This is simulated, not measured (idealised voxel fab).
Module name: voxel spacer lines (process module)
Displayed cross-section: cut, width of 285 nm, square cells sized 5 nm.
Square cells in a grid make up a cross-section in this document, and the grid is given as bands, listed from the top down, each one or more rows of cells. Read a band's entry like this: the first values are the height of its top and the height of its bottom in nm, and what follows is the sequence of materials from left to right, each with its width in nm. Note that "air" is empty space, and that a single material marked "throughout" reaches across the band from edge to edge. The reference from which all heights are counted is 0, the level beneath which the as-received wafer is entirely one material; the lowest band, having no lower bound, proceeds downward and is written after the example "0 down". Per-row width for "30 to 40": begins at first number (top row of band), ends at second number (bottom row), increment between rows held constant. Given "all unchanged" for a step, no cell of the cross-section differs between before and after that step. Closed-off voids of 8+ cells (no open route to the top) go in "Voids, fully enclosed", written width x height at distance from the left edge, in nm. What comes after the settings on a step's line is commentary from the simulator itself on that step. overlay nm: right-of-plan distance of the mask on a masked step; negative values mean left-of-plan.

HERE'S WHAT THE PLANNED PROCESS STEPS LOOK LIKE
1 RECEIVE,material Si
2 CONFORMAL_DEP,material Al2O3,thk nm 10
3 DIRECTIONAL_DEP,material W,thk nm 10
4 DIRECTIONAL_DEP,material polySi,thk nm 30
5 PATTERN,tone cover,mask id MANDREL,material resist,width nm 20,pitch nm 60,thk nm 40,overlay nm 0
6 DIRECTIONAL_ETCH,etch materials polySi,depth nm 30
7 STRIP,etch materials resist
8 CONFORMAL_DEP,material SiO2,thk nm 10
9 DIRECTIONAL_ETCH,etch materials SiO2,depth nm 10
10 STRIP,etch materials polySi
11 DIRECTIONAL_ETCH,etch materials W,depth nm 10
12 STRIP,etch materials SiO2

FIRST OF THE TWO WAFERS, RUN PER PLAN

CROSS-SECTION OF THE WAFER AT RECEIPT, WHICH IS THE CONDITION AFTER STEP 1
* 0 down: Si throughout
* Voids, fully enclosed: none

THE FOLLOWING CROSS-SECTION DEPICTS THE WAFER UPON COMPLETION OF STEP 2
* 10 to 0: Al2O3 throughout
* Rest of section, below 0: as before.

THE FOLLOWING CROSS-SECTION DEPICTS THE WAFER UPON COMPLETION OF STEP 3
* 20 to 10: W throughout
* Rest of section, below 10: as before.

THE FOLLOWING CROSS-SECTION DEPICTS THE WAFER UPON COMPLETION OF STEP 4
* 50 to 20: polySi throughout
* Rest of section, below 20: as before.

THE FOLLOWING CROSS-SECTION DEPICTS THE WAFER UPON COMPLETION OF STEP 5
* 90 to 50: air (100)  resist (20)  air (40)  resist (20)  air (105)
* Rest of section, below 50: as before.

THE FOLLOWING CROSS-SECTION DEPICTS THE WAFER UPON COMPLETION OF STEP 6
* 90 to 50: air (100)  resist (20)  air (40)  resist (20)  air (105)
* 50 to 20: air (100)  polySi (20)  air (40)  polySi (20)  air (105)
* Rest of section, below 20: as before.

THE FOLLOWING CROSS-SECTION DEPICTS THE WAFER UPON COMPLETION OF STEP 7
* 50 to 20: air (100)  polySi (20)  air (40)  polySi (20)  air (105)
* Rest of section, below 20: as before.

THE FOLLOWING CROSS-SECTION DEPICTS THE WAFER UPON COMPLETION OF STEP 8
* 60 to 50: air (90)  SiO2 (40)  air (20)  SiO2 (40)  air (95)
* 50 to 30: air (90)  SiO2 (10)  polySi (20)  SiO2 (10)  air (20)  SiO2 (10)  polySi (20)  SiO2 (10)  air (95)
* 30 to 20: SiO2 (100)  polySi (20)  SiO2 (40)  polySi (20)  SiO2 (105)
* Rest of section, below 20: as before.

THE FOLLOWING CROSS-SECTION DEPICTS THE WAFER UPON COMPLETION OF STEP 9
* 50 to 20: air (90)  SiO2 (10)  polySi (20)  SiO2 (10)  air (20)  SiO2 (10)  polySi (20)  SiO2 (10)  air (95)
* Rest of section, below 20: as before.

THE FOLLOWING CROSS-SECTION DEPICTS THE WAFER UPON COMPLETION OF STEP 10
* 50 to 20: air (90)  SiO2 (10)  air (20)  SiO2 (10)  air (20)  SiO2 (10)  air (20)  SiO2 (10)  air (95)
* Rest of section, below 20: as before.

THE FOLLOWING CROSS-SECTION DEPICTS THE WAFER UPON COMPLETION OF STEP 11
* 50 to 20: air (90)  SiO2 (10)  air (20)  SiO2 (10)  air (20)  SiO2 (10)  air (20)  SiO2 (10)  air (95)
* 20 to 10: air (90)  W (10)  air (20)  W (10)  air (20)  W (10)  air (20)  W (10)  air (95)
* Rest of section, below 10: as before.

THE FOLLOWING CROSS-SECTION DEPICTS THE WAFER UPON COMPLETION OF STEP 12
* 20 to 10: air (90)  W (10)  air (20)  W (10)  air (20)  W (10)  air (20)  W (10)  air (95)
* Rest of section, below 10: as before.

SECOND WAFER - SHARED START AND PLAN WITH THE FIRST - ONE ERROR IN RUNNING - SAME AS THE FIRST UP TO STEP 4 INCLUSIVE

CROSS-SECTIONAL VIEW OF THE SECOND WAFER AT THE INTENDED END TIME OF PROCESS STEP 5
* 90 to 50: air (110)  resist (20)  air (40)  resist (20)  air (95)
* Rest of section, below 50: as before.

CROSS-SECTIONAL VIEW OF THE SECOND WAFER AT THE INTENDED END TIME OF PROCESS STEP 6
* 90 to 50: air (110)  resist (20)  air (40)  resist (20)  air (95)
* 50 to 20: air (110)  polySi (20)  air (40)  polySi (20)  air (95)
* Rest of section, below 20: as before.

CROSS-SECTIONAL VIEW OF THE SECOND WAFER AT THE INTENDED END TIME OF PROCESS STEP 7
* 50 to 20: air (110)  polySi (20)  air (40)  polySi (20)  air (95)
* Rest of section, below 20: as before.

CROSS-SECTIONAL VIEW OF THE SECOND WAFER AT THE INTENDED END TIME OF PROCESS STEP 8
* 60 to 50: air (100)  SiO2 (40)  air (20)  SiO2 (40)  air (85)
* 50 to 30: air (100)  SiO2 (10)  polySi (20)  SiO2 (10)  air (20)  SiO2 (10)  polySi (20)  SiO2 (10)  air (85)
* 30 to 20: SiO2 (110)  polySi (20)  SiO2 (40)  polySi (20)  SiO2 (95)
* Rest of section, below 20: as before.

CROSS-SECTIONAL VIEW OF THE SECOND WAFER AT THE INTENDED END TIME OF PROCESS STEP 9
* 50 to 20: air (100)  SiO2 (10)  polySi (20)  SiO2 (10)  air (20)  SiO2 (10)  polySi (20)  SiO2 (10)  air (85)
* Rest of section, below 20: as before.

CROSS-SECTIONAL VIEW OF THE SECOND WAFER AT THE INTENDED END TIME OF PROCESS STEP 10
* 50 to 20: air (100)  SiO2 (10)  air (20)  SiO2 (10)  air (20)  SiO2 (10)  air (20)  SiO2 (10)  air (85)
* Rest of section, below 20: as before.

CROSS-SECTIONAL VIEW OF THE SECOND WAFER AT THE INTENDED END TIME OF PROCESS STEP 11
* 50 to 20: air (100)  SiO2 (10)  air (20)  SiO2 (10)  air (20)  SiO2 (10)  air (20)  SiO2 (10)  air (85)
* 20 to 10: air (100)  W (10)  air (20)  W (10)  air (20)  W (10)  air (20)  W (10)  air (85)
* Rest of section, below 10: as before.

CROSS-SECTIONAL VIEW OF THE SECOND WAFER AT THE INTENDED END TIME OF PROCESS STEP 12
* 20 to 10: air (100)  W (10)  air (20)  W (10)  air (20)  W (10)  air (20)  W (10)  air (85)
* Rest of section, below 10: as before.
What broke from the plan during processing? it should be noted that step 5 was executed with settings other than those planned, the operation and settings actually applied being PATTERN,tone cover,mask id MANDREL,material resist,width nm 20,pitch nm 60,thk nm 40,overlay nm 10
In the final comparison it is observed that the number of cells assigned to each material is identical for the two wafers, whereas their placement is not.
